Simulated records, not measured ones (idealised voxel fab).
A process module follows: voxel wiring stack.
Square cells of 5 nm make up the cross-section cut, whose width is 225 nm.
In what follows, cross-sections appear as grids of square cells, described through bands that run from the top down, where every band is one or more rows of cells.
This entry defines a band. It first specifies the height of the band's top and the height of its bottom in nm, and then specifies the band's materials from left to right, stating each material with its width in nm. The word "throughout" identifies a single material that fills the band from edge to edge, while the word "air" identifies empty space.
Height 0 is the level under which the wafer as received is all one material. The lowest band goes on downwards, as in "0..down".
When a width is written as two numbers, as in "30..40", the first number is the width in the top row of cells of the band and the second is the width in its bottom row, and the width changes by the same amount from each row to the next.
What does "nothing was modified" mean for a step? It means no cell of the cross-section changed in that step.
Entry "Sealed internal cavities" = empty spaces >= 8 cells with no open way to the top; each as width x height at distance, distance from left edge, all nm.
If you see something after the settings on a step's line, that's the simulator's own remark about that step.
overlay nm: mask right of planned place by this much (step with mask). Neg. = left.

This section lists the process steps that were planned
1 RECEIVE | material Si
2 CONFORMAL_DEP | material SiO2 | thk nm 15
3 CONFORMAL_DEP | material SiCN | thk nm 5
4 DIRECTIONAL_DEP | material lowk | thk nm 20
5 DIRECTIONAL_DEP | material aC | thk nm 10
6 PATTERN | tone open | mask id METAL_1 | material resist | width nm 20 | pitch nm 35 | thk nm 30 | overlay nm 0
7 DIRECTIONAL_ETCH | etch materials aC | depth nm 10
8 STRIP | etch materials resist
9 DIRECTIONAL_ETCH | etch materials lowk | depth nm 20
10 DIRECTIONAL_ETCH | etch materials SiCN | depth nm 5
11 STRIP | etch materials aC
12 CONFORMAL_DEP | material TiN | thk nm 5
13 FILL_DEP | material Cu | thk nm 10
14 CMP | height nm 40
15 CONFORMAL_DEP | material SiCN | thk nm 5
16 DIRECTIONAL_DEP | material lowk | thk nm 30
17 PATTERN | tone open | mask id METAL_2 | material resist | width nm 20 | pitch nm 35 | thk nm 20 | overlay nm 0
18 DIRECTIONAL_ETCH | etch materials lowk | depth nm 15
19 STRIP | etch materials resist
20 PATTERN | tone open | mask id METAL_2_HOLES | material resist | width nm 15 | pitch nm 35 | thk nm 15 | overlay nm 0
21 DIRECTIONAL_ETCH | etch materials lowk | depth nm 15
22 DIRECTIONAL_ETCH | etch materials SiCN | depth nm 5
23 STRIP | etch materials resist
24 CONFORMAL_DEP | material TiN | thk nm 5
25 FILL_DEP | material Ru | thk nm 10
26 CMP | height nm 75
27 CONFORMAL_DEP | material SiCN | thk nm 5
28 DIRECTIONAL_DEP | material lowk | thk nm 25
29 MASKED_ETCH | tone open | mask id METAL_3 | width nm 20 | pitch nm 35 | etch materials lowk | depth nm 15 | overlay nm 0
30 PATTERN | tone open | mask id METAL_3_HOLES | material resist | width nm 15 | pitch nm 70 | thk nm 15 | overlay nm 0
31 DIRECTIONAL_ETCH | etch materials lowk | depth nm 10
32 DIRECTIONAL_ETCH | etch materials SiCN | depth nm 5
33 STRIP | etch materials resist
34 CONFORMAL_DEP | material TiN | thk nm 5
35 FILL_DEP | material Ru | thk nm 10
36 CMP | height nm 105
37 CONFORMAL_DEP | material SiCN | thk nm 5

Cross-section: wafer on arrival = after step 1
- 0..down  Si throughout
- Sealed internal cavities: none

first wafer at the end, as planned
- 110..105  SiCN throughout
- 105..95  lowk 65, TiN 5, Ru 10, TiN 5, lowk 15, TiN 5, Ru 10, TiN 5, lowk 15, TiN 5, Ru 10, TiN 5, lowk 70
- 95..90  lowk 65, TiN 5, Ru 5, TiN 10, lowk 15, TiN 20, lowk 15, TiN 5, Ru 5, TiN 10, lowk 70
- 90..80  lowk 65, TiN 5, Ru 5, TiN 5, lowk 55, TiN 5, Ru 5, TiN 5, lowk 75
- 80..75  SiCN 65, TiN 15, SiCN 55, TiN 15, SiCN 75
- 75..65  lowk 65, TiN 5, Ru 10, TiN 5, lowk 15, TiN 5, Ru 10, TiN 5, lowk 15, TiN 5, Ru 10, TiN 5, lowk 70
- 65..60  lowk 65, TiN 5, Ru 5, TiN 10, lowk 15, TiN 5, Ru 5, TiN 10, lowk 15, TiN 5, Ru 5, TiN 10, lowk 70
- 60..45  lowk 65, TiN 5, Ru 5, TiN 5, lowk 20, TiN 5, Ru 5, TiN 5, lowk 20, TiN 5, Ru 5, TiN 5, lowk 75
- 45..40  SiCN 65, TiN 15, SiCN 20, TiN 15, SiCN 20, TiN 15, SiCN 75
- 40..20  lowk 65, TiN 5, Cu 10, TiN 5, lowk 15, TiN 5, Cu 10, TiN 5, lowk 15, TiN 5, Cu 10, TiN 5, lowk 70
- 20..15  SiCN 65, TiN 20, SiCN 15, TiN 20, SiCN 15, TiN 20, SiCN 70
- 15..0  SiO2 throughout
- 0..down  Si throughout
- Sealed internal cavities: none

Wafer two cross-section, module end. Start and plan unchanged from wafer one; one mistake made during the run
- 110..105  SiCN throughout
- 105..95  lowk 60, TiN 5..10, Ru 15..10, TiN 5, lowk 15, TiN 5, Ru 10, TiN 5, lowk 10, TiN 5..10, Ru 15..10, TiN 5, lowk 70
- 95..90  lowk 65, TiN 5, Ru 10, TiN 5, lowk 15, TiN 20, lowk 15, TiN 5, Ru 10, TiN 5, lowk 70
- 90..80  lowk 65, TiN 5, Ru 10, TiN 5, lowk 50, TiN 5, Ru 10, TiN 5, lowk 70
- 80..75  SiCN 65, TiN 20, SiCN 50, TiN 20, SiCN 70
- 75..65  lowk 65, TiN 5, Ru 10, TiN 5, lowk 15, TiN 5, Ru 10, TiN 5, lowk 15, TiN 5, Ru 10, TiN 5, lowk 70
- 65..60  lowk 65, TiN 5, Ru 5, TiN 10, lowk 15, TiN 5, Ru 5, TiN 10, lowk 15, TiN 5, Ru 5, TiN 10, lowk 70
- 60..45  lowk 65, TiN 5, Ru 5, TiN 5, lowk 20, TiN 5, Ru 5, TiN 5, lowk 20, TiN 5, Ru 5, TiN 5, lowk 75
- 45..40  SiCN 65, TiN 15, SiCN 20, TiN 15, SiCN 20, TiN 15, SiCN 75
- 40..20  lowk 65, TiN 5, Cu 10, TiN 5, lowk 15, TiN 5, Cu 10, TiN 5, lowk 15, TiN 5, Cu 10, TiN 5, lowk 70
- 20..15  SiCN 65, TiN 20, SiCN 15, TiN 20, SiCN 15, TiN 20, SiCN 70
- 15..0  SiO2 throughout
- 0..down  Si throughout
- Sealed internal cavities: none
Run error: in deviation from the planned setting, step 30 was conducted as PATTERN | tone open | mask id METAL_3_HOLES | material resist | width nm 25 | pitch nm 70 | thk nm 15 | overlay nm 0
The second wafer ends with more or fewer cells of some materials than the first, per final count: Ru: 8 more, SiCN: 2 fewer, TiN: 2 more, lowk: 8 fewer
